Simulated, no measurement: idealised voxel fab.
process module | voxel ribs on slabs
cross-section cut | 225 nm wide | cells 5 nm
A cross-section is a grid of square cells, given in bands from the top down. A band is one or more rows of cells.
Each band's line starts with the height of the band's top and of its bottom, in nm. Then come its materials from left to right, each with its width in nm. One material with "throughout" fills the band from edge to edge. "air" is empty space.
Height 0 is the level under which the wafer as received is all one material. The lowest band goes on downwards, as in "0 down".
A width such as "30 to 40" changes by the same amount from each row of cells to the next, from the band's top row to its bottom row.
"no change" after a step means that no cell of the cross-section changed.
closed voids: empty space of 8 cells or more with no open way to the top, each as width x height at its distance from the left edge, in nm
after a step's settings: what the simulator itself notes on the step
overlay nm, on a step with a mask: how far to the right of its planned place the mask lay; to the left if negative
plan
1 op RECEIVE | material Si
2 op DIRECTIONAL_DEP | material SiO2 | thk nm 25
3 op DIRECTIONAL_DEP | material polySi | thk nm 20
4 op PATTERN | tone cover | mask id RIB | material resist | width nm 15 | thk nm 20 | overlay nm 0
5 op DIRECTIONAL_ETCH | etch materials polySi | depth nm 15
6 op STRIP | etch materials resist
7 op MASKED_ETCH | tone cover | mask id SLAB | width nm 65 | etch materials polySi | depth nm 5 | overlay nm 0
8 op FILL_DEP | material SiO2 | thk nm 20
9 op CMP | height nm 55
10 op DIRECTIONAL_DEP | material W | thk nm 10
11 op PATTERN | tone cover | mask id HEATER | material resist | width nm 25 | thk nm 15 | overlay nm 0
12 op DIRECTIONAL_ETCH | etch materials W | depth nm 10
13 op STRIP | etch materials resist
14 op CONFORMAL_DEP | material SiN | thk nm 10
as received, after step 1
  0 down: Si throughout
  closed voids: none
first wafer at the end, as planned
  75 to 65: air 90 | SiN 45 | air 90
  65 to 55: SiN 100 | W 25 | SiN 100
  55 to 45: SiO2 throughout
  45 to 30: SiO2 105 | polySi 15 | SiO2 105
  30 to 25: SiO2 80 | polySi 65 | SiO2 80
  25 to 0: SiO2 throughout
  0 down: Si throughout
  closed voids: none
second wafer at the end: like start, like plan, one mistake
  65 to 55: air 90 | SiN 45 | air 90
  55 to 45: SiN 100 | W 25 | SiN 100
  45 to 30: SiO2 105 | polySi 15 | SiO2 105
  30 to 25: SiO2 80 | polySi 65 | SiO2 80
  25 to 0: SiO2 throughout
  0 down: Si throughout
  closed voids: none
what went wrong: step 9 ran as: op CMP | height nm 45
at the end the second wafer has, in cells: 90 fewer of SiO2
